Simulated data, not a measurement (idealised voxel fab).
Process module under the name voxel plated lines
Displayed cross-section: cut, width of 290 nm, square cells sized 5 nm.
Each cross-section below is a grid of square cells, stated as bands in top-down order, with one or more rows of cells making up each band.
A band entry consists of two parts. The first gives the height of the band's top and the height of its bottom, in nm. The rest lists the band's materials from left to right, each with its width in nm. A single material labelled with the word "throughout" fills the band from edge to edge, and the word "empty" marks empty space.
Height is counted from the level 0, under which the received wafer is composed throughout of one material. The lowest of the bands is not closed at the bottom but continues downward, in the notation "0 down".
A two-number width, for instance "30..40", indicates that the width is equal to the first number in the top row of the band and to the second number in the bottom row, and that it changes by a constant amount per row of cells.
It should be understood that the words "no modification", when stated for a given step, signify that the cross-section underwent no change in any of its cells during that step.
Closed-off voids of 8+ cells (no open route to the top) go in "Closed voids list", written width x height at distance from the left edge, in nm.
On each step's line, the part that comes after the settings is the simulator's own comment on the step.
A step line may carry the setting "overlay nm", which, for steps involving a mask, states the distance by which the mask lay to the right of its intended position; negative values denote displacement to the left.
Note on reading: below, each pair holds a cross-section from before one process step and one from after it; the one from after shows only down to the lowest band that changed. Beneath the pair, the step in between is stated along with its settings. The pairs can stem from different runs of this module on the same starting wafer. Where a pair's entry headed "Prior state" says so, and only there, that pair continues from the pair above it.
-- Prior state
- 0 down: Si throughout
- Closed voids list: none
-- Section, Post-Step
- 10 to 0: Al2O3 throughout
- No changes below 0.
- Closed voids list: none
the step between: CONFORMAL_DEP,material Al2O3,thk nm 10
Prior state: unchanged from the after cross-section in the pair immediately above; refer to that figure.
-- Section, Post-Step
- 15 to 10: TiN throughout
- No changes below 10.
- Closed voids list: none
the step between: DIRECTIONAL_DEP,material TiN,thk nm 5
Prior state: unchanged from the after cross-section in the pair immediately above; refer to that figure.
-- Section, Post-Step
- 50 to 15: resist (80), empty (20), resist (15), empty (20), resist (15), empty (20), resist (15), empty (20), resist (85)
- No changes below 15.
- Closed voids list: none
the step between: PATTERN,tone open,mask id LINES,material resist,width nm 20,pitch nm 35,thk nm 35,overlay nm 0
Prior state: unchanged from the after cross-section in the pair immediately above; refer to that figure.
-- Section, Post-Step
- 50 to 20: resist (80), empty (20), resist (15), empty (20), resist (15), empty (20), resist (15), empty (20), resist (85)
- 20 to 15: resist (80), Ru (20), resist (15), Ru (20), resist (15), Ru (20), resist (15), Ru (20), resist (85)
- No changes below 15.
- Closed voids list: none
the step between: EPI,material Ru,thk nm 5
Prior state: unchanged from the after cross-section in the pair immediately above; refer to that figure.
-- Section, Post-Step
- 50 to 25: resist (80), empty (20), resist (15), empty (20), resist (15), empty (20), resist (15), empty (20), resist (85)
- 25 to 15: resist (80), Ru (20), resist (15), Ru (20), resist (15), Ru (20), resist (15), Ru (20), resist (85)
- No changes below 15.
- Closed voids list: none
the step between: EPI,material Ru,thk nm 5
Prior state: unchanged from the after cross-section in the pair immediately above; refer to that figure.
-- Section, Post-Step
- 50 to 35: resist (80), empty (20), resist (15), empty (20), resist (15), empty (20), resist (15), empty (20), resist (85)
- 35 to 15: resist (80), Ru (20), resist (15), Ru (20), resist (15), Ru (20), resist (15), Ru (20), resist (85)
- No changes below 15.
- Closed voids list: none
the step between: EPI,material Ru,thk nm 10
Prior state: unchanged from the after cross-section in the pair immediately above; refer to that figure.
-- Section, Post-Step
- 35 to 15: empty (80), Ru (20), empty (15), Ru (20), empty (15), Ru (20), empty (15), Ru (20), empty (85)
- No changes below 15.
- Closed voids list: none
the step between: STRIP,etch materials resist
Prior state: unchanged from the after cross-section in the pair immediately above; refer to that figure.
-- Section, Post-Step
- 35 to 15: empty (80), Ru (20), empty (15), Ru (20), empty (15), Ru (20), empty (15), Ru (20), empty (85)
- 15 to 10: empty (80), TiN (20), empty (15), TiN (20), empty (15), TiN (20), empty (15), TiN (20), empty (85)
- No changes below 10.
- Closed voids list: none
the step between: DIRECTIONAL_ETCH,etch materials TiN,depth nm 5
Prior state: unchanged from the after cross-section in the pair immediately above; refer to that figure.
-- Section, Post-Step
- 40 to 35: empty (75), SiCN (30), empty (5), SiCN (30), empty (5), SiCN (30), empty (5), SiCN (30), empty (80)
- 35 to 15: empty (75), SiCN (5), Ru (20), SiCN (5), empty (5), SiCN (5), Ru (20), SiCN (5), empty (5), SiCN (5), Ru (20), SiCN (5), empty (5), SiCN (5), Ru (20), SiCN (5), empty (80)
- 15 to 10: SiCN (80), TiN (20), SiCN (15), TiN (20), SiCN (15), TiN (20), SiCN (15), TiN (20), SiCN (85)
- No changes below 10.
- Closed voids list: none
the step between: CONFORMAL_DEP,material SiCN,thk nm 5
-- Prior state
- 50 to 25: resist (80), empty (20), resist (15), empty (20), resist (15), empty (20), resist (15), empty (20), resist (85)
- 25 to 15: resist (80), Ru (20), resist (15), Ru (20), resist (15), Ru (20), resist (15), Ru (20), resist (85)
- 15 to 10: TiN throughout
- 10 to 0: Al2O3 throughout
- 0 down: Si throughout
- Closed voids list: none
-- Section, Post-Step
- 25 to 15: empty (80), Ru (20), empty (15), Ru (20), empty (15), Ru (20), empty (15), Ru (20), empty (85)
- No changes below 15.
- Closed voids list: none
the step between: STRIP,etch materials resist
Prior state: unchanged from the after cross-section in the pair immediately above; refer to that figure.
-- Section, Post-Step
- 25 to 15: empty (80), Ru (20), empty (15), Ru (20), empty (15), Ru (20), empty (15), Ru (20), empty (85)
- 15 to 10: empty (80), TiN (20), empty (15), TiN (20), empty (15), TiN (20), empty (15), TiN (20), empty (85)
- No changes below 10.
- Closed voids list: none
the step between: DIRECTIONAL_ETCH,etch materials TiN,depth nm 5
Prior state: unchanged from the after cross-section in the pair immediately above; refer to that figure.
-- Section, Post-Step
- 30 to 25: empty (75), SiCN (30), empty (5), SiCN (30), empty (5), SiCN (30), empty (5), SiCN (30), empty (80)
- 25 to 15: empty (75), SiCN (5), Ru (20), SiCN (5), empty (5), SiCN (5), Ru (20), SiCN (5), empty (5), SiCN (5), Ru (20), SiCN (5), empty (5), SiCN (5), Ru (20), SiCN (5), empty (80)
- 15 to 10: SiCN (80), TiN (20), SiCN (15), TiN (20), SiCN (15), TiN (20), SiCN (15), TiN (20), SiCN (85)
- No changes below 10.
- Closed voids list: none
the step between: CONFORMAL_DEP,material SiCN,thk nm 5
-- Prior state
- 50 to 35: resist (80), empty (20), resist (15), empty (20), resist (15), empty (20), resist (15), empty (20), resist (85)
- 35 to 15: resist (80), Ru (20), resist (15), Ru (20), resist (15), Ru (20), resist (15), Ru (20), resist (85)
- 15 to 10: TiN throughout
- 10 to 0: Al2O3 throughout
- 0 down: Si throughout
- Closed voids list: none
-- Section, Post-Step
- 50 to 45: resist (80), empty (20), resist (15), empty (20), resist (15), empty (20), resist (15), empty (20), resist (85)
- 45 to 15: resist (80), Ru (20), resist (15), Ru (20), resist (15), Ru (20), resist (15), Ru (20), resist (85)
- No changes below 15.
- Closed voids list: none
the step between: EPI,material Ru,thk nm 10
Prior state: unchanged from the after cross-section in the pair immediately above; refer to that figure.
-- Section, Post-Step
- 45 to 15: empty (80), Ru (20), empty (15), Ru (20), empty (15), Ru (20), empty (15), Ru (20), empty (85)
- No changes below 15.
- Closed voids list: none
the step between: STRIP,etch materials resist
Prior state: unchanged from the after cross-section in the pair immediately above; refer to that figure.
-- Section, Post-Step
- 45 to 15: empty (80), Ru (20), empty (15), Ru (20), empty (15), Ru (20), empty (15), Ru (20), empty (85)
- 15 to 10: empty (80), TiN (20), empty (15), TiN (20), empty (15), TiN (20), empty (15), TiN (20), empty (85)
- No changes below 10.
- Closed voids list: none
the step between: DIRECTIONAL_ETCH,etch materials TiN,depth nm 5
Prior state: unchanged from the after cross-section in the pair immediately above; refer to that figure.
-- Section, Post-Step
- 50 to 45: empty (75), SiCN (30), empty (5), SiCN (30), empty (5), SiCN (30), empty (5), SiCN (30), empty (80)
- 45 to 15: empty (75), SiCN (5), Ru (20), SiCN (5), empty (5), SiCN (5), Ru (20), SiCN (5), empty (5), SiCN (5), Ru (20), SiCN (5), empty (5), SiCN (5), Ru (20), SiCN (5), empty (80)
- 15 to 10: SiCN (80), TiN (20), SiCN (15), TiN (20), SiCN (15), TiN (20), SiCN (15), TiN (20), SiCN (85)
- No changes below 10.
- Closed voids list: none
the step between: CONFORMAL_DEP,material SiCN,thk nm 5
-- Prior state
- 25 to 15: empty (80), Ru (20), empty (15), Ru (20), empty (15), Ru (20), empty (15), Ru (20), empty (85)
- 15 to 10: TiN throughout
- 10 to 0: Al2O3 throughout
- 0 down: Si throughout
- Closed voids list: none
-- Section, Post-Step
- 35 to 25: empty (70), Ru (145), empty (75)
- 25 to 15: Ru throughout
- No changes below 15.
- Closed voids list: none
the step between: EPI,material Ru,thk nm 10
Prior state: unchanged from the after cross-section in the pair immediately above; refer to that figure.
-- Section, Post-Step
- 40 to 35: empty (65), SiCN (155), empty (70)
- 35 to 30: empty (65), SiCN (5), Ru (145), SiCN (5), empty (70)
- 30 to 25: SiCN (70), Ru (145), SiCN (75)
- No changes below 25.
- Closed voids list: none
the step between: CONFORMAL_DEP,material SiCN,thk nm 5
-- Prior state
- 0 down: Si throughout
- Closed voids list: none
-- Section, Post-Step
- 5 to 0: Al2O3 throughout
- No changes below 0.
- Closed voids list: none
the step between: CONFORMAL_DEP,material Al2O3,thk nm 5
Prior state: unchanged from the after cross-section in the pair immediately above; refer to that figure.
-- Section, Post-Step
- 10 to 5: TiN throughout
- No changes below 5.
- Closed voids list: none
the step between: DIRECTIONAL_DEP,material TiN,thk nm 5
Prior state: unchanged from the after cross-section in the pair immediately above; refer to that figure.
-- Section, Post-Step
- 45 to 10: resist (80), empty (20), resist (15), empty (20), resist (15), empty (20), resist (15), empty (20), resist (85)
- No changes below 10.
- Closed voids list: none
the step between: PATTERN,tone open,mask id LINES,material resist,width nm 20,pitch nm 35,thk nm 35,overlay nm 0
Prior state: unchanged from the after cross-section in the pair immediately above; refer to that figure.
-- Section, Post-Step
- 45 to 15: resist (80), empty (20), resist (15), empty (20), resist (15), empty (20), resist (15), empty (20), resist (85)
- 15 to 10: resist (80), Ru (20), resist (15), Ru (20), resist (15), Ru (20), resist (15), Ru (20), resist (85)
- No changes below 10.
- Closed voids list: none
the step between: EPI,material Ru,thk nm 5
Prior state: unchanged from the after cross-section in the pair immediately above; refer to that figure.
-- Section, Post-Step
- 45 to 20: resist (80), empty (20), resist (15), empty (20), resist (15), empty (20), resist (15), empty (20), resist (85)
- 20 to 10: resist (80), Ru (20), resist (15), Ru (20), resist (15), Ru (20), resist (15), Ru (20), resist (85)
- No changes below 10.
- Closed voids list: none
the step between: EPI,material Ru,thk nm 5
Prior state: unchanged from the after cross-section in the pair immediately above; refer to that figure.
-- Section, Post-Step
- 45 to 30: resist (80), empty (20), resist (15), empty (20), resist (15), empty (20), resist (15), empty (20), resist (85)
- 30 to 10: resist (80), Ru (20), resist (15), Ru (20), resist (15), Ru (20), resist (15), Ru (20), resist (85)
- No changes below 10.
- Closed voids list: none
the step between: EPI,material Ru,thk nm 10
Prior state: unchanged from the after cross-section in the pair immediately above; refer to that figure.
-- Section, Post-Step
- 30 to 10: empty (80), Ru (20), empty (15), Ru (20), empty (15), Ru (20), empty (15), Ru (20), empty (85)
- No changes below 10.
- Closed voids list: none
the step between: STRIP,etch materials resist
Prior state: unchanged from the after cross-section in the pair immediately above; refer to that figure.
-- Section, Post-Step
- 30 to 10: empty (80), Ru (20), empty (15), Ru (20), empty (15), Ru (20), empty (15), Ru (20), empty (85)
- 10 to 5: empty (80), TiN (20), empty (15), TiN (20), empty (15), TiN (20), empty (15), TiN (20), empty (85)
- No changes below 5.
- Closed voids list: none
the step between: DIRECTIONAL_ETCH,etch materials TiN,depth nm 5
Prior state: unchanged from the after cross-section in the pair immediately above; refer to that figure.
-- Section, Post-Step
- 35 to 30: empty (75), SiCN (30), empty (5), SiCN (30), empty (5), SiCN (30), empty (5), SiCN (30), empty (80)
- 30 to 10: empty (75), SiCN (5), Ru (20), SiCN (5), empty (5), SiCN (5), Ru (20), SiCN (5), empty (5), SiCN (5), Ru (20), SiCN (5), empty (5), SiCN (5), Ru (20), SiCN (5), empty (80)
- 10 to 5: SiCN (80), TiN (20), SiCN (15), TiN (20), SiCN (15), TiN (20), SiCN (15), TiN (20), SiCN (85)
- No changes below 5.
- Closed voids list: none
the step between: CONFORMAL_DEP,material SiCN,thk nm 5
-- Prior state
- 15 to 10: TiN throughout
- 10 to 0: Al2O3 throughout
- 0 down: Si throughout
- Closed voids list: none
-- Section, Post-Step
- 50 to 15: resist (85), empty (15), resist (20), empty (15), resist (20), empty (15), resist (20), empty (15), resist (85)
- No changes below 15.
- Closed voids list: none
the step between: PATTERN,tone open,mask id LINES,material resist,width nm 15,pitch nm 35,thk nm 35,overlay nm 0
Prior state: unchanged from the after cross-section in the pair immediately above; refer to that figure.
-- Section, Post-Step
- 50 to 20: resist (85), empty (15), resist (20), empty (15), resist (20), empty (15), resist (20), empty (15), resist (85)
- 20 to 15: resist (85), Ru (15), resist (20), Ru (15), resist (20), Ru (15), resist (20), Ru (15), resist (85)
- No changes below 15.
- Closed voids list: none
the step between: EPI,material Ru,thk nm 5
Prior state: unchanged from the after cross-section in the pair immediately above; refer to that figure.
-- Section, Post-Step
- 50 to 25: resist (85), empty (15), resist (20), empty (15), resist (20), empty (15), resist (20), empty (15), resist (85)
- 25 to 15: resist (85), Ru (15), resist (20), Ru (15), resist (20), Ru (15), resist (20), Ru (15), resist (85)
- No changes below 15.
- Closed voids list: none
the step between: EPI,material Ru,thk nm 5
Prior state: unchanged from the after cross-section in the pair immediately above; refer to that figure.
-- Section, Post-Step
- 50 to 35: resist (85), empty (15), resist (20), empty (15), resist (20), empty (15), resist (20), empty (15), resist (85)
- 35 to 15: resist (85), Ru (15), resist (20), Ru (15), resist (20), Ru (15), resist (20), Ru (15), resist (85)
- No changes below 15.
- Closed voids list: none
the step between: EPI,material Ru,thk nm 10
Prior state: unchanged from the after cross-section in the pair immediately above; refer to that figure.
-- Section, Post-Step
- 35 to 15: empty (85), Ru (15), empty (20), Ru (15), empty (20), Ru (15), empty (20), Ru (15), empty (85)
- No changes below 15.
- Closed voids list: none
the step between: STRIP,etch materials resist
Prior state: unchanged from the after cross-section in the pair immediately above; refer to that figure.
-- Section, Post-Step
- 35 to 15: empty (85), Ru (15), empty (20), Ru (15), empty (20), Ru (15), empty (20), Ru (15), empty (85)
- 15 to 10: empty (85), TiN (15), empty (20), TiN (15), empty (20), TiN (15), empty (20), TiN (15), empty (85)
- No changes below 10.
- Closed voids list: none
the step between: DIRECTIONAL_ETCH,etch materials TiN,depth nm 5
Prior state: unchanged from the after cross-section in the pair immediately above; refer to that figure.
-- Section, Post-Step
- 40 to 35: empty (80), SiCN (25), empty (10), SiCN (25), empty (10), SiCN (25), empty (10), SiCN (25), empty (80)
- 35 to 15: empty (80), SiCN (5), Ru (15), SiCN (5), empty (10), SiCN (5), Ru (15), SiCN (5), empty (10), SiCN (5), Ru (15), SiCN (5), empty (10), SiCN (5), Ru (15), SiCN (5), empty (80)
- 15 to 10: SiCN (85), TiN (15), SiCN (20), TiN (15), SiCN (20), TiN (15), SiCN (20), TiN (15), SiCN (85)
- No changes below 10.
- Closed voids list: none
the step between: CONFORMAL_DEP,material SiCN,thk nm 5
-- Prior state
- 15 to 10: TiN throughout
- 10 to 0: Al2O3 throughout
- 0 down: Si throughout
- Closed voids list: none
-- Section, Post-Step
- 50 to 15: resist (75), empty (20), resist (15), empty (20), resist (15), empty (20), resist (15), empty (20), resist (90)
- No changes below 15.
- Closed voids list: none
the step between: PATTERN,tone open,mask id LINES,material resist,width nm 20,pitch nm 35,thk nm 35,overlay nm -5
Prior state: unchanged from the after cross-section in the pair immediately above; refer to that figure.
-- Section, Post-Step
- 50 to 20: resist (75), empty (20), resist (15), empty (20), resist (15), empty (20), resist (15), empty (20), resist (90)
- 20 to 15: resist (75), Ru (20), resist (15), Ru (20), resist (15), Ru (20), resist (15), Ru (20), resist (90)
- No changes below 15.
- Closed voids list: none
the step between: EPI,material Ru,thk nm 5
Prior state: unchanged from the after cross-section in the pair immediately above; refer to that figure.
-- Section, Post-Step
- 50 to 25: resist (75), empty (20), resist (15), empty (20), resist (15), empty (20), resist (15), empty (20), resist (90)
- 25 to 15: resist (75), Ru (20), resist (15), Ru (20), resist (15), Ru (20), resist (15), Ru (20), resist (90)
- No changes below 15.
- Closed voids list: none
the step between: EPI,material Ru,thk nm 5
Prior state: unchanged from the after cross-section in the pair immediately above; refer to that figure.
-- Section, Post-Step
- 50 to 35: resist (75), empty (20), resist (15), empty (20), resist (15), empty (20), resist (15), empty (20), resist (90)
- 35 to 15: resist (75), Ru (20), resist (15), Ru (20), resist (15), Ru (20), resist (15), Ru (20), resist (90)
- No changes below 15.
- Closed voids list: none
the step between: EPI,material Ru,thk nm 10
Prior state: unchanged from the after cross-section in the pair immediately above; refer to that figure.
-- Section, Post-Step
- 35 to 15: empty (75), Ru (20), empty (15), Ru (20), empty (15), Ru (20), empty (15), Ru (20), empty (90)
- No changes below 15.
- Closed voids list: none
the step between: STRIP,etch materials resist
Prior state: unchanged from the after cross-section in the pair immediately above; refer to that figure.
-- Section, Post-Step
- 35 to 15: empty (75), Ru (20), empty (15), Ru (20), empty (15), Ru (20), empty (15), Ru (20), empty (90)
- 15 to 10: empty (75), TiN (20), empty (15), TiN (20), empty (15), TiN (20), empty (15), TiN (20), empty (90)
- No changes below 10.
- Closed voids list: none
the step between: DIRECTIONAL_ETCH,etch materials TiN,depth nm 5
Prior state: unchanged from the after cross-section in the pair immediately above; refer to that figure.
-- Section, Post-Step
- 40 to 35: empty (70), SiCN (30), empty (5), SiCN (30), empty (5), SiCN (30), empty (5), SiCN (30), empty (85)
- 35 to 15: empty (70), SiCN (5), Ru (20), SiCN (5), empty (5), SiCN (5), Ru (20), SiCN (5), empty (5), SiCN (5), Ru (20), SiCN (5), empty (5), SiCN (5), Ru (20), SiCN (5), empty (85)
- 15 to 10: SiCN (75), TiN (20), SiCN (15), TiN (20), SiCN (15), TiN (20), SiCN (15), TiN (20), SiCN (90)
- No changes below 10.
- Closed voids list: none
the step between: CONFORMAL_DEP,material SiCN,thk nm 5
-- Prior state
- 0 down: Si throughout
- Closed voids list: none
-- Section, Post-Step
- 10 to 0: Ru throughout
- No changes below 0.
- Closed voids list: none
the step between: CONFORMAL_DEP,material Ru,thk nm 10
Prior state: unchanged from the after cross-section in the pair immediately above; refer to that figure.
-- Section, Post-Step
- 15 to 10: TiN throughout
- No changes below 10.
- Closed voids list: none
the step between: DIRECTIONAL_DEP,material TiN,thk nm 5
Prior state: unchanged from the after cross-section in the pair immediately above; refer to that figure.
-- Section, Post-Step
- 50 to 15: resist (80), empty (20), resist (15), empty (20), resist (15), empty (20), resist (15), empty (20), resist (85)
- No changes below 15.
- Closed voids list: none
the step between: PATTERN,tone open,mask id LINES,material resist,width nm 20,pitch nm 35,thk nm 35,overlay nm 0
Prior state: unchanged from the after cross-section in the pair immediately above; refer to that figure.
-- Section, Post-Step
- 50 to 20: resist (80), empty (20), resist (15), empty (20), resist (15), empty (20), resist (15), empty (20), resist (85)
- 20 to 15: resist (80), Ru (20), resist (15), Ru (20), resist (15), Ru (20), resist (15), Ru (20), resist (85)
- No changes below 15.
- Closed voids list: none
the step between: EPI,material Ru,thk nm 5
Prior state: unchanged from the after cross-section in the pair immediately above; refer to that figure.
-- Section, Post-Step
- 50 to 25: resist (80), empty (20), resist (15), empty (20), resist (15), empty (20), resist (15), empty (20), resist (85)
- 25 to 15: resist (80), Ru (20), resist (15), Ru (20), resist (15), Ru (20), resist (15), Ru (20), resist (85)
- No changes below 15.
- Closed voids list: none
the step between: EPI,material Ru,thk nm 5
Prior state: unchanged from the after cross-section in the pair immediately above; refer to that figure.
-- Section, Post-Step
- 50 to 35: resist (80), empty (20), resist (15), empty (20), resist (15), empty (20), resist (15), empty (20), resist (85)
- 35 to 15: resist (80), Ru (20), resist (15), Ru (20), resist (15), Ru (20), resist (15), Ru (20), resist (85)
- No changes below 15.
- Closed voids list: none
the step between: EPI,material Ru,thk nm 10
Prior state: unchanged from the after cross-section in the pair immediately above; refer to that figure.
-- Section, Post-Step
- 35 to 15: empty (80), Ru (20), empty (15), Ru (20), empty (15), Ru (20), empty (15), Ru (20), empty (85)
- No changes below 15.
- Closed voids list: none
the step between: STRIP,etch materials resist
Prior state: unchanged from the after cross-section in the pair immediately above; refer to that figure.
-- Section, Post-Step
- 35 to 15: empty (80), Ru (20), empty (15), Ru (20), empty (15), Ru (20), empty (15), Ru (20), empty (85)
- 15 to 10: empty (80), TiN (20), empty (15), TiN (20), empty (15), TiN (20), empty (15), TiN (20), empty (85)
- No changes below 10.
- Closed voids list: none
the step between: DIRECTIONAL_ETCH,etch materials TiN,depth nm 5
Prior state: unchanged from the after cross-section in the pair immediately above; refer to that figure.
-- Section, Post-Step
- 40 to 35: empty (75), SiCN (30), empty (5), SiCN (30), empty (5), SiCN (30), empty (5), SiCN (30), empty (80)
- 35 to 15: empty (75), SiCN (5), Ru (20), SiCN (5), empty (5), SiCN (5), Ru (20), SiCN (5), empty (5), SiCN (5), Ru (20), SiCN (5), empty (5), SiCN (5), Ru (20), SiCN (5), empty (80)
- 15 to 10: SiCN (80), TiN (20), SiCN (15), TiN (20), SiCN (15), TiN (20), SiCN (15), TiN (20), SiCN (85)
- No changes below 10.
- Closed voids list: none
the step between: CONFORMAL_DEP,material SiCN,thk nm 5
-- Prior state
- 15 to 10: TiN throughout
- 10 to 0: Al2O3 throughout
- 0 down: Si throughout
- Closed voids list: none
-- Section, Post-Step
- 50 to 15: empty (80), resist (20), empty (15), resist (20), empty (15), resist (20), empty (15), resist (20), empty (85)
- No changes below 15.
- Closed voids list: none
the step between: PATTERN,tone cover,mask id LINES,material resist,width nm 20,pitch nm 35,thk nm 35,overlay nm 0
Prior state: unchanged from the after cross-section in the pair immediately above; refer to that figure.
-- Section, Post-Step
- 50 to 20: empty (80), resist (20), empty (15), resist (20), empty (15), resist (20), empty (15), resist (20), empty (85)
- 20 to 15: Ru (80), resist (20), Ru (15), resist (20), Ru (15), resist (20), Ru (15), resist (20), Ru (85)
- No changes below 15.
- Closed voids list: none
the step between: EPI,material Ru,thk nm 5
Prior state: unchanged from the after cross-section in the pair immediately above; refer to that figure.
-- Section, Post-Step
- 50 to 25: empty (80), resist (20), empty (15), resist (20), empty (15), resist (20), empty (15), resist (20), empty (85)
- 25 to 15: Ru (80), resist (20), Ru (15), resist (20), Ru (15), resist (20), Ru (15), resist (20), Ru (85)
- No changes below 15.
- Closed voids list: none
the step between: EPI,material Ru,thk nm 5
Prior state: unchanged from the after cross-section in the pair immediately above; refer to that figure.
-- Section, Post-Step
- 50 to 35: empty (80), resist (20), empty (15), resist (20), empty (15), resist (20), empty (15), resist (20), empty (85)
- 35 to 15: Ru (80), resist (20), Ru (15), resist (20), Ru (15), resist (20), Ru (15), resist (20), Ru (85)
- No changes below 15.
- Closed voids list: none
the step between: EPI,material Ru,thk nm 10
Prior state: unchanged from the after cross-section in the pair immediately above; refer to that figure.
-- Section, Post-Step
- 35 to 15: Ru (80), empty (20), Ru (15), empty (20), Ru (15), empty (20), Ru (15), empty (20), Ru (85)
- No changes below 15.
- Closed voids list: none
the step between: STRIP,etch materials resist
Prior state: unchanged from the after cross-section in the pair immediately above; refer to that figure.
-- Section, Post-Step
- 35 to 15: Ru (80), empty (20), Ru (15), empty (20), Ru (15), empty (20), Ru (15), empty (20), Ru (85)
- 15 to 10: TiN (80), empty (20), TiN (15), empty (20), TiN (15), empty (20), TiN (15), empty (20), TiN (85)
- No changes below 10.
- Closed voids list: none
the step between: DIRECTIONAL_ETCH,etch materials TiN,depth nm 5
Prior state: unchanged from the after cross-section in the pair immediately above; refer to that figure.
-- Section, Post-Step
- 40 to 35: SiCN (85), empty (10), SiCN (25), empty (10), SiCN (25), empty (10), SiCN (25), empty (10), SiCN (90)
- 35 to 15: Ru (80), SiCN (5), empty (10), SiCN (5), Ru (15), SiCN (5), empty (10), SiCN (5), Ru (15), SiCN (5), empty (10), SiCN (5), Ru (15), SiCN (5), empty (10), SiCN (5), Ru (85)
- 15 to 10: TiN (80), SiCN (20), TiN (15), SiCN (20), TiN (15), SiCN (20), TiN (15), SiCN (20), TiN (85)
- No changes below 10.
- Closed voids list: none
the step between: CONFORMAL_DEP,material SiCN,thk nm 5
